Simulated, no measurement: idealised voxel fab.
Name of the process module below: voxel transistor to metal
Displayed cross-section: cut, width of 140 nm, square cells sized 5 nm.
Think of the cross-section as a grid of square cells. We describe it in bands, top to bottom, and each band covers one or more rows of those cells. A band entry consists of two parts. The first gives the height of the band's top and the height of its bottom, in nm. The rest lists the band's materials from left to right, each with its width in nm. A single material labelled with the word "throughout" fills the band from edge to edge, and the word "air" marks empty space. Note: height 0 marks the level under which the wafer is uniformly one material as received. Lowest band unbounded below, written "z 0 and below". The expression "30..40" gives the width at the extremes of the band, the first number at its top row of cells and the second at its bottom row, with the width changing by equal amounts from each row to the next in between. Key: "no change occurred" - step with no changed cell in the cross-section. Basically, "Unvented internal voids" tells you about the enclosed voids: empty spaces with no open way to the top, 8 cells or bigger, each written width x height at distance, where distance is from the left edge, all in nm. after a step's settings: what the simulator itself notes on the step. "overlay nm" denotes, for a step that has a mask, the displacement of the mask to the right of its planned place, with negative values corresponding to the left.
-- Process steps - plan
1,RECEIVE [material Si]
2,OXIDIZE [depth nm 5]
3,CONFORMAL_DEP [material SiN] [thk nm 15]
4,DIRECTIONAL_DEP [material aC] [thk nm 15]
5,PATTERN [tone cover] [mask id ACTIVE] [material resist] [width nm 105] [thk nm 30] [overlay nm 0]
6,DIRECTIONAL_ETCH [etch materials aC] [depth nm 15]
7,STRIP [etch materials resist]
8,DIRECTIONAL_ETCH [etch materials SiN] [depth nm 15]
9,DIRECTIONAL_ETCH [etch materials SiO2] [depth nm 5]
10,DIRECTIONAL_ETCH [etch materials Si] [depth nm 20]
11,STRIP [etch materials aC]
12,OXIDIZE [depth nm 5]
13,FILL_DEP [material SiO2] [thk nm 5]
14,CMP [height nm 15]
15,SELECTIVE_ETCH [etch materials SiO2] [depth nm 10]
16,STRIP [etch materials SiN]
17,SELECTIVE_ETCH [etch materials SiO2] [depth nm 5]
18,OXIDIZE [depth nm 5]
19,DIRECTIONAL_DEP [material polySi] [thk nm 30]
20,DIRECTIONAL_DEP [material SiCN] [thk nm 15]
21,PATTERN [tone cover] [mask id GATE] [material resist] [width nm 25] [thk nm 20] [overlay nm 0]
22,DIRECTIONAL_ETCH [etch materials SiCN] [depth nm 25]
23,DIRECTIONAL_ETCH [etch materials polySi] [depth nm 40]
24,STRIP [etch materials resist]
25,CONFORMAL_DEP [material SiN] [thk nm 5]
26,DIRECTIONAL_ETCH [etch materials SiN] [depth nm 5]
27,DIRECTIONAL_ETCH [etch materials SiO2] [depth nm 5]
28,DIRECTIONAL_ETCH [etch materials Si] [depth nm 15]
29,EPI [material nSi] [thk nm 15]
30,FILL_DEP [material SiO2] [thk nm 5]
31,CMP [height nm 40]
32,DIRECTIONAL_DEP [material SiO2] [thk nm 10]
33,MASKED_ETCH [tone open] [mask id CONTACT] [width nm 20] [pitch nm 75] [etch materials SiO2] [depth nm 60] [overlay nm 0]
34,CONFORMAL_DEP [material TiN] [thk nm 5]
35,FILL_DEP [material Ru] [thk nm 5]
36,CMP [height nm 50]
37,DIRECTIONAL_DEP [material TiN] [thk nm 5]
38,DIRECTIONAL_DEP [material Ru] [thk nm 20]
39,DIRECTIONAL_DEP [material aC] [thk nm 15]
40,PATTERN [tone cover] [mask id METAL_1] [material resist] [width nm 20] [pitch nm 75] [thk nm 35] [overlay nm 0]
41,DIRECTIONAL_ETCH [etch materials aC] [depth nm 15]
42,STRIP [etch materials resist]
43,DIRECTIONAL_ETCH [etch materials Ru] [depth nm 20]
44,DIRECTIONAL_ETCH [etch materials TiN] [depth nm 5]
45,STRIP [etch materials aC]
46,CONFORMAL_DEP [material SiCN] [thk nm 5]
47,FILL_DEP [material lowk] [thk nm 10]
48,CMP [height nm 75]
49,CONFORMAL_DEP [material SiN] [thk nm 5]
-- Delivered wafer in cross-section: state after step 1
- z 0 and below | Si throughout
- Unvented internal voids: none
-- First of two wafers, end-of-module section, run followed plan
- z 80 to 75 | SiN throughout
- z 75 to 55 | 15 of lowk / 5 of SiCN / 20 of Ru / 5 of SiCN / 45 of lowk / 5 of SiCN / 20 of Ru / 5 of SiCN / 20 of lowk
- z 55 to 50 | 20 of SiCN / 20 of TiN / 55 of SiCN / 20 of TiN / 25 of SiCN
- z 50 to 40 | 20 of SiO2 / 5 of TiN / 10 of Ru / 5 of TiN / 55 of SiO2 / 5 of TiN / 10 of Ru / 5 of TiN / 25 of SiO2
- z 40 to 25 | 20 of SiO2 / 5 of TiN / 10 of Ru / 5 of TiN / 10 of SiO2 / 5 of SiN / 25 of SiCN / 5 of SiN / 10 of SiO2 / 5 of TiN / 10 of Ru / 5 of TiN / 25 of SiO2
- z 25 to 10 | 20 of SiO2 / 5 of TiN / 10 of Ru / 5 of TiN / 10 of SiO2 / 5 of SiN / 25 of polySi / 5 of SiN / 10 of SiO2 / 5 of TiN / 10 of Ru / 5 of TiN / 25 of SiO2
- z 10 to 5 | 20 of SiO2 / 5 of TiN / 5 of Ru / 10 of TiN / 10 of SiO2 / 5 of SiN / 25 of polySi / 5 of SiN / 10 of SiO2 / 10 of TiN / 5 of Ru / 5 of TiN / 25 of SiO2
- z 5 to 0 | 20 of SiO2 / 5 of TiN / 5 of Ru / 5 of TiN / 15 of nSi / 5 of SiN / 25 of polySi / 5 of SiN / 15 of nSi / 5 of TiN / 5 of Ru / 5 of TiN / 25 of SiO2
- z 0 to -5 | 10 of SiO2 / 5 of SiN / 5 of SiO2 / 5 of TiN / 5 of Ru / 5 of TiN / 15 of nSi / 5 of SiN / 25 of polySi / 5 of SiN / 15 of nSi / 5 of TiN / 5 of Ru / 5 of TiN / 5 of SiO2 / 5 of SiN / 15 of SiO2
- z -5 to -10 | 20 of SiO2 / 15 of TiN / 15 of nSi / 35 of SiO2 / 15 of nSi / 15 of TiN / 25 of SiO2
- z -10 to -25 | 20 of SiO2 / 30 of nSi / 35 of Si / 30 of nSi / 25 of SiO2
- z -25 to -30 | 20 of SiO2 / 95 of Si / 25 of SiO2
- z -30 and below | Si throughout
- Unvented internal voids: none
-- Second wafer cross-section at end of module - shared start and plan with the first, one mistake in the run
- z 80 to 75 | SiN throughout
- z 75 to 55 | 15 of lowk / 5 of SiCN / 20 of Ru / 5 of SiCN / 45 of lowk / 5 of SiCN / 20 of Ru / 5 of SiCN / 20 of lowk
- z 55 to 50 | 20 of SiCN / 20 of TiN / 55 of SiCN / 20 of TiN / 25 of SiCN
- z 50 to 45 | 20 of SiO2 / 5 of TiN / 10 of Ru / 5 of TiN / 55 of SiO2 / 5 of TiN / 10 of Ru / 5 of TiN / 25 of SiO2
- z 45 to 40 | 20 of SiO2 / 20 of TiN / 55 of SiO2 / 20 of TiN / 25 of SiO2
- z 40 to 30 | 55 of SiCN / 5 of SiN / 15 of SiO2 / 5 of SiN / 60 of SiCN
- z 30 to 25 | 10 of polySi / 45 of SiCN / 5 of SiN / 15 of SiO2 / 5 of SiN / 45 of SiCN / 15 of polySi
- z 25 to 5 | 55 of polySi / 5 of SiN / 15 of SiO2 / 5 of SiN / 60 of polySi
- z 5 to 0 | 55 of polySi / 5 of SiN / 15 of nSi / 5 of SiN / 60 of polySi
- z 0 to -5 | 10 of SiO2 / 45 of polySi / 5 of SiN / 15 of nSi / 5 of SiN / 45 of polySi / 15 of SiO2
- z -5 to -10 | 60 of SiO2 / 15 of nSi / 65 of SiO2
- z -10 to -25 | 20 of SiO2 / 40 of Si / 15 of nSi / 40 of Si / 25 of SiO2
- z -25 to -30 | 20 of SiO2 / 95 of Si / 25 of SiO2
- z -30 and below | Si throughout
- Unvented internal voids: none
Plan not followed: so step 21 ended up running with a different setting than we planned, it ran as PATTERN [tone open] [mask id GATE] [material resist] [width nm 25] [thk nm 20] [overlay nm 0]
End of process, cell counts, second wafer against first, materials with more or fewer: -34 Ru | +27 Si | +49 SiCN | -2 SiN | -72 SiO2 | -40 TiN | -36 nSi | +108 polySi
